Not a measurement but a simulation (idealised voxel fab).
The process module that follows is named voxel wiring stack.
For reference, the cross-section in this document is cut, with width 260 nm and square cells of 5 nm.
Throughout this document, each cross-section is represented as a grid of square cells and is presented as a sequence of bands enumerated from the top downward, where a band comprises one or more rows of cells. Top, bottom (nm), then materials left to right with widths (nm); lone material tagged "everywhere" fills the whole band edge to edge; "air" = empty space. Heads up on the height convention: 0 is the point under which the incoming wafer is all one material, and the lowest band has no bottom, it just keeps going down, like "0..down". Think of "30->40" as a width that walks from the first number to the second as you go down the band, top row to bottom row, taking equal-sized steps from row to row. Reading "same as before" for a step: not a cell of the cross-section changed in it. Closed-off voids of 8+ cells (no open route to the top) go in "Trapped cavities", written width x height at distance from the left edge, in nm. On a step's line, text after the settings is the simulator commenting on that step. Steps that use a mask can have "overlay nm" on their line. It says how far the mask sat to the right of where it was meant to be. Negative means to the left. For the reader: what remains of this document is a series of pairs, each showing a cross-section before one process step and a cross-section after that step which reaches down only to the lowest band that changed, with the step between them and its settings set out under the pair. It should not be assumed that a pair continues from the pair above it; the pairs can come from different runs of this module on the same starting wafer, and such continuity exists only where the entry headed "Pre-step section" says so.
[Pre-step section]
    105..90  45 nm lowk  30 nm air  15 nm lowk  30 nm air  15 nm lowk  30 nm air  15 nm lowk  30 nm air  50 nm lowk
    90..75  45 nm lowk  15 nm air  30 nm lowk  15 nm air  30 nm lowk  15 nm air  30 nm lowk  15 nm air  65 nm lowk
    75..70  45 nm SiCN  15 nm air  30 nm SiCN  15 nm air  30 nm SiCN  15 nm air  30 nm SiCN  15 nm air  65 nm SiCN
    70..55  45 nm SiO2  5 nm TiN  20 nm Cu  5 nm TiN  15 nm SiO2  5 nm TiN  20 nm Cu  5 nm TiN  15 nm SiO2  5 nm TiN  20 nm Cu  5 nm TiN  15 nm SiO2  5 nm TiN  20 nm Cu  5 nm TiN  50 nm SiO2
    55..50  45 nm SiO2  5 nm TiN  5 nm Cu  20 nm TiN  15 nm SiO2  5 nm TiN  5 nm Cu  20 nm TiN  15 nm SiO2  5 nm TiN  5 nm Cu  20 nm TiN  15 nm SiO2  5 nm TiN  5 nm Cu  20 nm TiN  50 nm SiO2
    50..40  45 nm SiO2  5 nm TiN  5 nm Cu  5 nm TiN  30 nm SiO2  5 nm TiN  5 nm Cu  5 nm TiN  30 nm SiO2  5 nm TiN  5 nm Cu  5 nm TiN  30 nm SiO2  5 nm TiN  5 nm Cu  5 nm TiN  65 nm SiO2
    40..35  45 nm SiCN  15 nm TiN  30 nm SiCN  15 nm TiN  30 nm SiCN  15 nm TiN  30 nm SiCN  15 nm TiN  65 nm SiCN
    35..30  Ru everywhere
    30..25  50 nm TiN  20 nm Ru  25 nm TiN  20 nm Ru  25 nm TiN  20 nm Ru  25 nm TiN  20 nm Ru  55 nm TiN
    25..10  45 nm lowk  5 nm TiN  20 nm Ru  5 nm TiN  15 nm lowk  5 nm TiN  20 nm Ru  5 nm TiN  15 nm lowk  5 nm TiN  20 nm Ru  5 nm TiN  15 nm lowk  5 nm TiN  20 nm Ru  5 nm TiN  50 nm lowk
    10..5  45 nm SiCN  30 nm TiN  15 nm SiCN  30 nm TiN  15 nm SiCN  30 nm TiN  15 nm SiCN  30 nm TiN  50 nm SiCN
    5..0  SiO2 everywhere
    0..down  Si everywhere
    Trapped cavities: none
[Post-Step Geometry]
    110..105  50 nm TiN  20 nm air  25 nm TiN  20 nm air  25 nm TiN  20 nm air  25 nm TiN  20 nm air  55 nm TiN
    105..95  45 nm lowk  5 nm TiN  20 nm air  5 nm TiN  15 nm lowk  5 nm TiN  20 nm air  5 nm TiN  15 nm lowk  5 nm TiN  20 nm air  5 nm TiN  15 nm lowk  5 nm TiN  20 nm air  5 nm TiN  50 nm lowk
    95..90  45 nm lowk  5 nm TiN  5 nm air  20 nm TiN  15 nm lowk  5 nm TiN  5 nm air  20 nm TiN  15 nm lowk  5 nm TiN  5 nm air  20 nm TiN  15 nm lowk  5 nm TiN  5 nm air  20 nm TiN  50 nm lowk
    90..75  45 nm lowk  5 nm TiN  5 nm air  5 nm TiN  30 nm lowk  5 nm TiN  5 nm air  5 nm TiN  30 nm lowk  5 nm TiN  5 nm air  5 nm TiN  30 nm lowk  5 nm TiN  5 nm air  5 nm TiN  65 nm lowk
    75..70  45 nm SiCN  15 nm TiN  30 nm SiCN  15 nm TiN  30 nm SiCN  15 nm TiN  30 nm SiCN  15 nm TiN  65 nm SiCN
    below 70: unchanged
    Trapped cavities: none
Going from the before section above to the after section, the step was CONFORMAL_DEP,material TiN,thk nm 5
Pre-step section: just use the after drawing of the pair above as your starting point.
[Post-Step Geometry]
    115..110  Cu everywhere
    110..105  50 nm TiN  20 nm Cu  25 nm TiN  20 nm Cu  25 nm TiN  20 nm Cu  25 nm TiN  20 nm Cu  55 nm TiN
    105..95  45 nm lowk  5 nm TiN  20 nm Cu  5 nm TiN  15 nm lowk  5 nm TiN  20 nm Cu  5 nm TiN  15 nm lowk  5 nm TiN  20 nm Cu  5 nm TiN  15 nm lowk  5 nm TiN  20 nm Cu  5 nm TiN  50 nm lowk
    95..90  45 nm lowk  5 nm TiN  5 nm Cu  20 nm TiN  15 nm lowk  5 nm TiN  5 nm Cu  20 nm TiN  15 nm lowk  5 nm TiN  5 nm Cu  20 nm TiN  15 nm lowk  5 nm TiN  5 nm Cu  20 nm TiN  50 nm lowk
    90..75  45 nm lowk  5 nm TiN  5 nm Cu  5 nm TiN  30 nm lowk  5 nm TiN  5 nm Cu  5 nm TiN  30 nm lowk  5 nm TiN  5 nm Cu  5 nm TiN  30 nm lowk  5 nm TiN  5 nm Cu  5 nm TiN  65 nm lowk
    below 75: unchanged
    Trapped cavities: none
Going from the before section above to the after section, the step was FILL_DEP,material Cu,thk nm 5
Pre-step section: just use the after drawing of the pair above as your starting point.
[Post-Step Geometry]
    105..95  45 nm lowk  5 nm TiN  20 nm Cu  5 nm TiN  15 nm lowk  5 nm TiN  20 nm Cu  5 nm TiN  15 nm lowk  5 nm TiN  20 nm Cu  5 nm TiN  15 nm lowk  5 nm TiN  20 nm Cu  5 nm TiN  50 nm lowk
    below 95: unchanged
    Trapped cavities: none
Going from the before section above to the after section, the step was CMP,height nm 105
Pre-step section: just use the after drawing of the pair above as your starting point.
[Post-Step Geometry]
    110..105  SiCN everywhere
    below 105: unchanged
    Trapped cavities: none
Going from the before section above to the after section, the step was CONFORMAL_DEP,material SiCN,thk nm 5
[Pre-step section]
    120..105  aC everywhere
    105..75  lowk everywhere
    75..70  SiCN everywhere
    70..55  45 nm SiO2  5 nm TiN  20 nm Cu  5 nm TiN  15 nm SiO2  5 nm TiN  20 nm Cu  5 nm TiN  15 nm SiO2  5 nm TiN  20 nm Cu  5 nm TiN  15 nm SiO2  5 nm TiN  20 nm Cu  5 nm TiN  50 nm SiO2
    55..50  45 nm SiO2  5 nm TiN  5 nm Cu  20 nm TiN  15 nm SiO2  5 nm TiN  5 nm Cu  20 nm TiN  15 nm SiO2  5 nm TiN  5 nm Cu  20 nm TiN  15 nm SiO2  5 nm TiN  5 nm Cu  20 nm TiN  50 nm SiO2
    50..40  45 nm SiO2  5 nm TiN  5 nm Cu  5 nm TiN  30 nm SiO2  5 nm TiN  5 nm Cu  5 nm TiN  30 nm SiO2  5 nm TiN  5 nm Cu  5 nm TiN  30 nm SiO2  5 nm TiN  5 nm Cu  5 nm TiN  65 nm SiO2
    40..35  45 nm SiCN  15 nm TiN  30 nm SiCN  15 nm TiN  30 nm SiCN  15 nm TiN  30 nm SiCN  15 nm TiN  65 nm SiCN
    35..20  45 nm lowk  5 nm TiN  20 nm Ru  5 nm TiN  15 nm lowk  5 nm TiN  20 nm Ru  5 nm TiN  15 nm lowk  5 nm TiN  20 nm Ru  5 nm TiN  15 nm lowk  5 nm TiN  20 nm Ru  5 nm TiN  50 nm lowk
    20..15  45 nm SiCN  30 nm TiN  15 nm SiCN  30 nm TiN  15 nm SiCN  30 nm TiN  15 nm SiCN  30 nm TiN  50 nm SiCN
    15..0  SiO2 everywhere
    0..down  Si everywhere
    Trapped cavities: none
[Post-Step Geometry]
    155..120  40 nm resist  25 nm air  20 nm resist  25 nm air  20 nm resist  25 nm air  20 nm resist  25 nm air  60 nm resist
    below 120: unchanged
    Trapped cavities: none
Going from the before section above to the after section, the step was PATTERN,tone open,mask id METAL_3_HOLES,material resist,width nm 25,pitch nm 45,thk nm 35,overlay nm 0
Pre-step section: just use the after drawing of the pair above as your starting point.
[Post-Step Geometry]
    140..120  40 nm resist  25 nm air  20 nm resist  25 nm air  20 nm resist  25 nm air  20 nm resist  25 nm air  60 nm resist
    120..105  40 nm aC  25 nm air  20 nm aC  25 nm air  20 nm aC  25 nm air  20 nm aC  25 nm air  60 nm aC
    below 105: unchanged
    Trapped cavities: none
Going from the before section above to the after section, the step was DIRECTIONAL_ETCH,etch materials aC,depth nm 15
Pre-step section: just use the after drawing of the pair above as your starting point.
[Post-Step Geometry]
    120..105  40 nm aC  25 nm air  20 nm aC  25 nm air  20 nm aC  25 nm air  20 nm aC  25 nm air  60 nm aC
    below 105: unchanged
    Trapped cavities: none
Going from the before section above to the after section, the step was STRIP,etch materials resist
Pre-step section: just use the after drawing of the pair above as your starting point.
[Post-Step Geometry]
    120..105  40 nm aC  25 nm air  20 nm aC  25 nm air  20 nm aC  25 nm air  20 nm aC  25 nm air  60 nm aC
    105..75  40 nm lowk  25 nm air  20 nm lowk  25 nm air  20 nm lowk  25 nm air  20 nm lowk  25 nm air  60 nm lowk
    below 75: unchanged
    Trapped cavities: none
Going from the before section above to the after section, the step was DIRECTIONAL_ETCH,etch materials lowk,depth nm 30
Pre-step section: just use the after drawing of the pair above as your starting point.
[Post-Step Geometry]
    105..75  40 nm lowk  25 nm air  20 nm lowk  25 nm air  20 nm lowk  25 nm air  20 nm lowk  25 nm air  60 nm lowk
    below 75: unchanged
    Trapped cavities: none
Going from the before section above to the after section, the step was STRIP,etch materials aC
Pre-step section: just use the after drawing of the pair above as your starting point.
[Post-Step Geometry]
    105..90  40 nm lowk  35 nm air  10 nm lowk  35 nm air  10 nm lowk  35 nm air  10 nm lowk  35 nm air  50 nm lowk
    below 90: unchanged
    Trapped cavities: none
Going from the before section above to the after section, the step was MASKED_ETCH,tone open,mask id METAL_3,width nm 30,pitch nm 45,etch materials lowk,depth nm 15,overlay nm 0
Pre-step section: just use the after drawing of the pair above as your starting point.
[Post-Step Geometry]
    105..90  40 nm lowk  35 nm air  10 nm lowk  35 nm air  10 nm lowk  35 nm air  10 nm lowk  35 nm air  50 nm lowk
    90..75  40 nm lowk  25 nm air  20 nm lowk  25 nm air  20 nm lowk  25 nm air  20 nm lowk  25 nm air  60 nm lowk
    75..70  45 nm SiCN  20 nm air  25 nm SiCN  20 nm air  25 nm SiCN  20 nm air  25 nm SiCN  20 nm air  60 nm SiCN
    below 70: unchanged
    Trapped cavities: none
Going from the before section above to the after section, the step was MASKED_ETCH,tone open,mask id METAL_3,width nm 30,pitch nm 45,etch materials SiCN,depth nm 5,overlay nm 0
Pre-step section: just use the after drawing of the pair above as your starting point.
[Post-Step Geometry]
    110..105  45 nm TiN  25 nm air  20 nm TiN  25 nm air  20 nm TiN  25 nm air  20 nm TiN  25 nm air  55 nm TiN
    105..95  40 nm lowk  5 nm TiN  25 nm air  5 nm TiN  10 nm lowk  5 nm TiN  25 nm air  5 nm TiN  10 nm lowk  5 nm TiN  25 nm air  5 nm TiN  10 nm lowk  5 nm TiN  25 nm air  5 nm TiN  50 nm lowk
    95..90  40 nm lowk  5 nm TiN  15 nm air  15 nm TiN  10 nm lowk  5 nm TiN  15 nm air  15 nm TiN  10 nm lowk  5 nm TiN  15 nm air  15 nm TiN  10 nm lowk  5 nm TiN  15 nm air  15 nm TiN  50 nm lowk
    90..80  40 nm lowk  5 nm TiN  15 nm air  5 nm TiN  20 nm lowk  5 nm TiN  15 nm air  5 nm TiN  20 nm lowk  5 nm TiN  15 nm air  5 nm TiN  20 nm lowk  5 nm TiN  15 nm air  5 nm TiN  60 nm lowk
    80..75  40 nm lowk  10 nm TiN  10 nm air  5 nm TiN  20 nm lowk  10 nm TiN  10 nm air  5 nm TiN  20 nm lowk  10 nm TiN  10 nm air  5 nm TiN  20 nm lowk  10 nm TiN  10 nm air  5 nm TiN  60 nm lowk
    75..70  45 nm SiCN  20 nm TiN  25 nm SiCN  20 nm TiN  25 nm SiCN  20 nm TiN  25 nm SiCN  20 nm TiN  60 nm SiCN
    below 70: unchanged
    Trapped cavities: none
Going from the before section above to the after section, the step was CONFORMAL_DEP,material TiN,thk nm 5
Pre-step section: just use the after drawing of the pair above as your starting point.
[Post-Step Geometry]
    115..110  Cu everywhere
    110..105  45 nm TiN  25 nm Cu  20 nm TiN  25 nm Cu  20 nm TiN  25 nm Cu  20 nm TiN  25 nm Cu  55 nm TiN
    105..95  40 nm lowk  5 nm TiN  25 nm Cu  5 nm TiN  10 nm lowk  5 nm TiN  25 nm Cu  5 nm TiN  10 nm lowk  5 nm TiN  25 nm Cu  5 nm TiN  10 nm lowk  5 nm TiN  25 nm Cu  5 nm TiN  50 nm lowk
    95..90  40 nm lowk  5 nm TiN  15 nm Cu  15 nm TiN  10 nm lowk  5 nm TiN  15 nm Cu  15 nm TiN  10 nm lowk  5 nm TiN  15 nm Cu  15 nm TiN  10 nm lowk  5 nm TiN  15 nm Cu  15 nm TiN  50 nm lowk
    90..80  40 nm lowk  5 nm TiN  15 nm Cu  5 nm TiN  20 nm lowk  5 nm TiN  15 nm Cu  5 nm TiN  20 nm lowk  5 nm TiN  15 nm Cu  5 nm TiN  20 nm lowk  5 nm TiN  15 nm Cu  5 nm TiN  60 nm lowk
    80..75  40 nm lowk  10 nm TiN  10 nm Cu  5 nm TiN  20 nm lowk  10 nm TiN  10 nm Cu  5 nm TiN  20 nm lowk  10 nm TiN  10 nm Cu  5 nm TiN  20 nm lowk  10 nm TiN  10 nm Cu  5 nm TiN  60 nm lowk
    below 75: unchanged
    Trapped cavities: none
Going from the before section above to the after section, the step was FILL_DEP,material Cu,thk nm 5
Pre-step section: just use the after drawing of the pair above as your starting point.
[Post-Step Geometry]
    105..95  40 nm lowk  5 nm TiN  25 nm Cu  5 nm TiN  10 nm lowk  5 nm TiN  25 nm Cu  5 nm TiN  10 nm lowk  5 nm TiN  25 nm Cu  5 nm TiN  10 nm lowk  5 nm TiN  25 nm Cu  5 nm TiN  50 nm lowk
    below 95: unchanged
    Trapped cavities: none
Going from the before section above to the after section, the step was CMP,height nm 105
Pre-step section: just use the after drawing of the pair above as your starting point.
[Post-Step Geometry]
    110..105  SiCN everywhere
    below 105: unchanged
    Trapped cavities: none
Going from the before section above to the after section, the step was CONFORMAL_DEP,material SiCN,thk nm 5
[Pre-step section]
    45..35  aC everywhere
    35..20  lowk everywhere
    20..15  SiCN everywhere
    15..0  SiO2 everywhere
    0..down  Si everywhere
    Trapped cavities: none
[Post-Step Geometry]
    75..45  50 nm resist  30 nm air  15 nm resist  30 nm air  15 nm resist  30 nm air  15 nm resist  30 nm air  45 nm resist
    below 45: unchanged
    Trapped cavities: none
Going from the before section above to the after section, the step was PATTERN,tone open,mask id METAL_1,material resist,width nm 30,pitch nm 45,thk nm 30,overlay nm 5
Pre-step section: just use the after drawing of the pair above as your starting point.
[Post-Step Geometry]
    65..45  50 nm resist  30 nm air  15 nm resist  30 nm air  15 nm resist  30 nm air  15 nm resist  30 nm air  45 nm resist
    45..35  50 nm aC  30 nm air  15 nm aC  30 nm air  15 nm aC  30 nm air  15 nm aC  30 nm air  45 nm aC
    below 35: unchanged
    Trapped cavities: none
Going from the before section above to the after section, the step was DIRECTIONAL_ETCH,etch materials aC,depth nm 10
Pre-step section: just use the after drawing of the pair above as your starting point.
[Post-Step Geometry]
    45..35  50 nm aC  30 nm air  15 nm aC  30 nm air  15 nm aC  30 nm air  15 nm aC  30 nm air  45 nm aC
    below 35: unchanged
    Trapped cavities: none
Going from the before section above to the after section, the step was STRIP,etch materials resist
Pre-step section: just use the after drawing of the pair above as your starting point.
[Post-Step Geometry]
    45..35  50 nm aC  30 nm air  15 nm aC  30 nm air  15 nm aC  30 nm air  15 nm aC  30 nm air  45 nm aC
    35..20  50 nm lowk  30 nm air  15 nm lowk  30 nm air  15 nm lowk  30 nm air  15 nm lowk  30 nm air  45 nm lowk
    below 20: unchanged
    Trapped cavities: none
Going from the before section above to the after section, the step was DIRECTIONAL_ETCH,etch materials lowk,depth nm 15
Pre-step section: just use the after drawing of the pair above as your starting point.
[Post-Step Geometry]
    45..35  50 nm aC  30 nm air  15 nm aC  30 nm air  15 nm aC  30 nm air  15 nm aC  30 nm air  45 nm aC
    35..20  50 nm lowk  30 nm air  15 nm lowk  30 nm air  15 nm lowk  30 nm air  15 nm lowk  30 nm air  45 nm lowk
    20..15  50 nm SiCN  30 nm air  15 nm SiCN  30 nm air  15 nm SiCN  30 nm air  15 nm SiCN  30 nm air  45 nm SiCN
    below 15: unchanged
    Trapped cavities: none
Going from the before section above to the after section, the step was DIRECTIONAL_ETCH,etch materials SiCN,depth nm 5
Pre-step section: just use the after drawing of the pair above as your starting point.
[Post-Step Geometry]
    35..20  50 nm lowk  30 nm air  15 nm lowk  30 nm air  15 nm lowk  30 nm air  15 nm lowk  30 nm air  45 nm lowk
    below 20: unchanged
    Trapped cavities: none
Going from the before section above to the after section, the step was STRIP,etch materials aC
Pre-step section: just use the after drawing of the pair above as your starting point.
[Post-Step Geometry]
    40..35  55 nm TiN  20 nm air  25 nm TiN  20 nm air  25 nm TiN  20 nm air  25 nm TiN  20 nm air  50 nm TiN
    35..20  50 nm lowk  5 nm TiN  20 nm air  5 nm TiN  15 nm lowk  5 nm TiN  20 nm air  5 nm TiN  15 nm lowk  5 nm TiN  20 nm air  5 nm TiN  15 nm lowk  5 nm TiN  20 nm air  5 nm TiN  45 nm lowk
    20..15  50 nm SiCN  30 nm TiN  15 nm SiCN  30 nm TiN  15 nm SiCN  30 nm TiN  15 nm SiCN  30 nm TiN  45 nm SiCN
    below 15: unchanged
    Trapped cavities: none
Going from the before section above to the after section, the step was CONFORMAL_DEP,material TiN,thk nm 5
Pre-step section: just use the after drawing of the pair above as your starting point.
[Post-Step Geometry]
    50..40  Ru everywhere
    40..35  55 nm TiN  20 nm Ru  25 nm TiN  20 nm Ru  25 nm TiN  20 nm Ru  25 nm TiN  20 nm Ru  50 nm TiN
    35..20  50 nm lowk  5 nm TiN  20 nm Ru  5 nm TiN  15 nm lowk  5 nm TiN  20 nm Ru  5 nm TiN  15 nm lowk  5 nm TiN  20 nm Ru  5 nm TiN  15 nm lowk  5 nm TiN  20 nm Ru  5 nm TiN  45 nm lowk
    below 20: unchanged
    Trapped cavities: none
Going from the before section above to the after section, the step was FILL_DEP,material Ru,thk nm 10
Pre-step section: just use the after drawing of the pair above as your starting point.
[Post-Step Geometry]
    35..20  50 nm lowk  5 nm TiN  20 nm Ru  5 nm TiN  15 nm lowk  5 nm TiN  20 nm Ru  5 nm TiN  15 nm lowk  5 nm TiN  20 nm Ru  5 nm TiN  15 nm lowk  5 nm TiN  20 nm Ru  5 nm TiN  45 nm lowk
    below 20: unchanged
    Trapped cavities: none
Going from the before section above to the after section, the step was CMP,height nm 35
Pre-step section: just use the after drawing of the pair above as your starting point.
[Post-Step Geometry]
    40..35  SiCN everywhere
    below 35: unchanged
    Trapped cavities: none
Going from the before section above to the after section, the step was CONFORMAL_DEP,material SiCN,thk nm 5
Pre-step section: just use the after drawing of the pair above as your starting point.
[Post-Step Geometry]
    70..40  SiO2 everywhere
    below 40: unchanged
    Trapped cavities: none
Going from the before section above to the after section, the step was DIRECTIONAL_DEP,material SiO2,thk nm 30
Pre-step section: just use the after drawing of the pair above as your starting point.
[Post-Step Geometry]
    90..70  45 nm resist  30 nm air  15 nm resist  30 nm air  15 nm resist  30 nm air  15 nm resist  30 nm air  50 nm resist
    below 70: unchanged
    Trapped cavities: none
Going from the before section above to the after section, the step was PATTERN,tone open,mask id METAL_2,material resist,width nm 30,pitch nm 45,thk nm 20,overlay nm 0
Pre-step section: just use the after drawing of the pair above as your starting point.
[Post-Step Geometry]
    90..70  45 nm resist  30 nm air  15 nm resist  30 nm air  15 nm resist  30 nm air  15 nm resist  30 nm air  50 nm resist
    70..50  45 nm SiO2  30 nm air  15 nm SiO2  30 nm air  15 nm SiO2  30 nm air  15 nm SiO2  30 nm air  50 nm SiO2
    below 50: unchanged
    Trapped cavities: none
Going from the before section above to the after section, the step was DIRECTIONAL_ETCH,etch materials SiO2,depth nm 20
Pre-step section: just use the after drawing of the pair above as your starting point.
[Post-Step Geometry]
    70..50  45 nm SiO2  30 nm air  15 nm SiO2  30 nm air  15 nm SiO2  30 nm air  15 nm SiO2  30 nm air  50 nm SiO2
    below 50: unchanged
    Trapped cavities: none
Going from the before section above to the after section, the step was STRIP,etch materials resist
Pre-step section: just use the after drawing of the pair above as your starting point.
[Post-Step Geometry]
    90..70  45 nm resist  15 nm air  30 nm resist  15 nm air  30 nm resist  15 nm air  30 nm resist  15 nm air  65 nm resist
    70..50  45 nm SiO2  15 nm air  15 nm resist  15 nm SiO2  15 nm air  15 nm resist  15 nm SiO2  15 nm air  15 nm resist  15 nm SiO2  15 nm air  15 nm resist  50 nm SiO2
    below 50: unchanged
    Trapped cavities: none
Going from the before section above to the after section, the step was PATTERN,tone open,mask id METAL_2_HOLES,material resist,width nm 15,pitch nm 45,thk nm 20,overlay nm 0
Pre-step section: just use the after drawing of the pair above as your starting point.
[Post-Step Geometry]
    90..70  45 nm resist  15 nm air  30 nm resist  15 nm air  30 nm resist  15 nm air  30 nm resist  15 nm air  65 nm resist
    70..50  45 nm SiO2  15 nm air  15 nm resist  15 nm SiO2  15 nm air  15 nm resist  15 nm SiO2  15 nm air  15 nm resist  15 nm SiO2  15 nm air  15 nm resist  50 nm SiO2
    50..40  45 nm SiO2  15 nm air  30 nm SiO2  15 nm air  30 nm SiO2  15 nm air  30 nm SiO2  15 nm air  65 nm SiO2
    below 40: unchanged
    Trapped cavities: none
Going from the before section above to the after section, the step was DIRECTIONAL_ETCH,etch materials SiO2,depth nm 10
Pre-step section: just use the after drawing of the pair above as your starting point.
[Post-Step Geometry]
    90..70  45 nm resist  15 nm air  30 nm resist  15 nm air  30 nm resist  15 nm air  30 nm resist  15 nm air  65 nm resist
    70..50  45 nm SiO2  15 nm air  15 nm resist  15 nm SiO2  15 nm air  15 nm resist  15 nm SiO2  15 nm air  15 nm resist  15 nm SiO2  15 nm air  15 nm resist  50 nm SiO2
    50..40  45 nm SiO2  15 nm air  30 nm SiO2  15 nm air  30 nm SiO2  15 nm air  30 nm SiO2  15 nm air  65 nm SiO2
    40..35  45 nm SiCN  15 nm air  30 nm SiCN  15 nm air  30 nm SiCN  15 nm air  30 nm SiCN  15 nm air  65 nm SiCN
    below 35: unchanged
    Trapped cavities: none
Going from the before section above to the after section, the step was DIRECTIONAL_ETCH,etch materials SiCN,depth nm 5
Pre-step section: just use the after drawing of the pair above as your starting point.
[Post-Step Geometry]
    70..50  45 nm SiO2  30 nm air  15 nm SiO2  30 nm air  15 nm SiO2  30 nm air  15 nm SiO2  30 nm air  50 nm SiO2
    below 50: unchanged
    Trapped cavities: none
Going from the before section above to the after section, the step was STRIP,etch materials resist
Pre-step section: just use the after drawing of the pair above as your starting point.
[Post-Step Geometry]
    75..70  50 nm TiN  20 nm air  25 nm TiN  20 nm air  25 nm TiN  20 nm air  25 nm TiN  20 nm air  55 nm TiN
    70..55  45 nm SiO2  5 nm TiN  20 nm air  5 nm TiN  15 nm SiO2  5 nm TiN  20 nm air  5 nm TiN  15 nm SiO2  5 nm TiN  20 nm air  5 nm TiN  15 nm SiO2  5 nm TiN  20 nm air  5 nm TiN  50 nm SiO2
    55..50  45 nm SiO2  5 nm TiN  5 nm air  20 nm TiN  15 nm SiO2  5 nm TiN  5 nm air  20 nm TiN  15 nm SiO2  5 nm TiN  5 nm air  20 nm TiN  15 nm SiO2  5 nm TiN  5 nm air  20 nm TiN  50 nm SiO2
    50..40  45 nm SiO2  5 nm TiN  5 nm air  5 nm TiN  30 nm SiO2  5 nm TiN  5 nm air  5 nm TiN  30 nm SiO2  5 nm TiN  5 nm air  5 nm TiN  30 nm SiO2  5 nm TiN  5 nm air  5 nm TiN  65 nm SiO2
    40..35  45 nm SiCN  15 nm TiN  30 nm SiCN  15 nm TiN  30 nm SiCN  15 nm TiN  30 nm SiCN  15 nm TiN  65 nm SiCN
    below 35: unchanged
    Trapped cavities: none
Going from the before section above to the after section, the step was CONFORMAL_DEP,material TiN,thk nm 5
Pre-step section: just use the after drawing of the pair above as your starting point.
[Post-Step Geometry]
    80..75  Cu everywhere
    75..70  50 nm TiN  20 nm Cu  25 nm TiN  20 nm Cu  25 nm TiN  20 nm Cu  25 nm TiN  20 nm Cu  55 nm TiN
    70..55  45 nm SiO2  5 nm TiN  20 nm Cu  5 nm TiN  15 nm SiO2  5 nm TiN  20 nm Cu  5 nm TiN  15 nm SiO2  5 nm TiN  20 nm Cu  5 nm TiN  15 nm SiO2  5 nm TiN  20 nm Cu  5 nm TiN  50 nm SiO2
    55..50  45 nm SiO2  5 nm TiN  5 nm Cu  20 nm TiN  15 nm SiO2  5 nm TiN  5 nm Cu  20 nm TiN  15 nm SiO2  5 nm TiN  5 nm Cu  20 nm TiN  15 nm SiO2  5 nm TiN  5 nm Cu  20 nm TiN  50 nm SiO2
    50..40  45 nm SiO2  5 nm TiN  5 nm Cu  5 nm TiN  30 nm SiO2  5 nm TiN  5 nm Cu  5 nm TiN  30 nm SiO2  5 nm TiN  5 nm Cu  5 nm TiN  30 nm SiO2  5 nm TiN  5 nm Cu  5 nm TiN  65 nm SiO2
    below 40: unchanged
    Trapped cavities: none
Going from the before section above to the after section, the step was FILL_DEP,material Cu,thk nm 5
Pre-step section: just use the after drawing of the pair above as your starting point.
[Post-Step Geometry]
    70..55  45 nm SiO2  5 nm TiN  20 nm Cu  5 nm TiN  15 nm SiO2  5 nm TiN  20 nm Cu  5 nm TiN  15 nm SiO2  5 nm TiN  20 nm Cu  5 nm TiN  15 nm SiO2  5 nm TiN  20 nm Cu  5 nm TiN  50 nm SiO2
    below 55: unchanged
    Trapped cavities: none
Going from the before section above to the after section, the step was CMP,height nm 70
Pre-step section: just use the after drawing of the pair above as your starting point.
[Post-Step Geometry]
    75..70  SiCN everywhere
    below 70: unchanged
    Trapped cavities: none
Going from the before section above to the after section, the step was CONFORMAL_DEP,material SiCN,thk nm 5
Pre-step section: just use the after drawing of the pair above as your starting point.
[Post-Step Geometry]
    105..75  lowk everywhere
    below 75: unchanged
    Trapped cavities: none
Going from the before section above to the after section, the step was DIRECTIONAL_DEP,material lowk,thk nm 30
Pre-step section: just use the after drawing of the pair above as your starting point.
[Post-Step Geometry]
    120..105  aC everywhere
    below 105: unchanged
    Trapped cavities: none
Going from the before section above to the after section, the step was DIRECTIONAL_DEP,material aC,thk nm 15
Pre-step section: just use the after drawing of the pair above as your starting point.
[Post-Step Geometry]
    155..120  45 nm resist  15 nm air  30 nm resist  15 nm air  30 nm resist  15 nm air  30 nm resist  15 nm air  65 nm resist
    below 120: unchanged
    Trapped cavities: none
Going from the before section above to the after section, the step was PATTERN,tone open,mask id METAL_3_HOLES,material resist,width nm 15,pitch nm 45,thk nm 35,overlay nm 0
Pre-step section: just use the after drawing of the pair above as your starting point.
[Post-Step Geometry]
    140..120  45 nm resist  15 nm air  30 nm resist  15 nm air  30 nm resist  15 nm air  30 nm resist  15 nm air  65 nm resist
    120..105  45 nm aC  15 nm air  30 nm aC  15 nm air  30 nm aC  15 nm air  30 nm aC  15 nm air  65 nm aC
    below 105: unchanged
    Trapped cavities: none
Going from the before section above to the after section, the step was DIRECTIONAL_ETCH,etch materials aC,depth nm 15
Pre-step section: just use the after drawing of the pair above as your starting point.
[Post-Step Geometry]
    120..105  45 nm aC  15 nm air  30 nm aC  15 nm air  30 nm aC  15 nm air  30 nm aC  15 nm air  65 nm aC
    below 105: unchanged
    Trapped cavities: none
Going from the before section above to the after section, the step was STRIP,etch materials resist
Pre-step section: just use the after drawing of the pair above as your starting point.
[Post-Step Geometry]
    120..105  45 nm aC  15 nm air  30 nm aC  15 nm air  30 nm aC  15 nm air  30 nm aC  15 nm air  65 nm aC
    105..75  45 nm lowk  15 nm air  30 nm lowk  15 nm air  30 nm lowk  15 nm air  30 nm lowk  15 nm air  65 nm lowk
    below 75: unchanged
    Trapped cavities: none
Going from the before section above to the after section, the step was DIRECTIONAL_ETCH,etch materials lowk,depth nm 30
Pre-step section: just use the after drawing of the pair above as your starting point.
[Post-Step Geometry]
    105..75  45 nm lowk  15 nm air  30 nm lowk  15 nm air  30 nm lowk  15 nm air  30 nm lowk  15 nm air  65 nm lowk
    below 75: unchanged
    Trapped cavities: none
Going from the before section above to the after section, the step was STRIP,etch materials aC
Pre-step section: just use the after drawing of the pair above as your starting point.
[Post-Step Geometry]
    105..90  45 nm lowk  30 nm air  15 nm lowk  30 nm air  15 nm lowk  30 nm air  15 nm lowk  30 nm air  50 nm lowk
    below 90: unchanged
    Trapped cavities: none
Going from the before section above to the after section, the step was MASKED_ETCH,tone open,mask id METAL_3,width nm 30,pitch nm 45,etch materials lowk,depth nm 15,overlay nm 0
Pre-step section: just use the after drawing of the pair above as your starting point.
[Post-Step Geometry]
    105..90  45 nm lowk  30 nm air  15 nm lowk  30 nm air  15 nm lowk  30 nm air  15 nm lowk  30 nm air  50 nm lowk
    90..75  45 nm lowk  15 nm air  30 nm lowk  15 nm air  30 nm lowk  15 nm air  30 nm lowk  15 nm air  65 nm lowk
    75..70  45 nm SiCN  15 nm air  30 nm SiCN  15 nm air  30 nm SiCN  15 nm air  30 nm SiCN  15 nm air  65 nm SiCN
    below 70: unchanged
    Trapped cavities: none
Going from the before section above to the after section, the step was MASKED_ETCH,tone open,mask id METAL_3,width nm 30,pitch nm 45,etch materials SiCN,depth nm 5,overlay nm 0
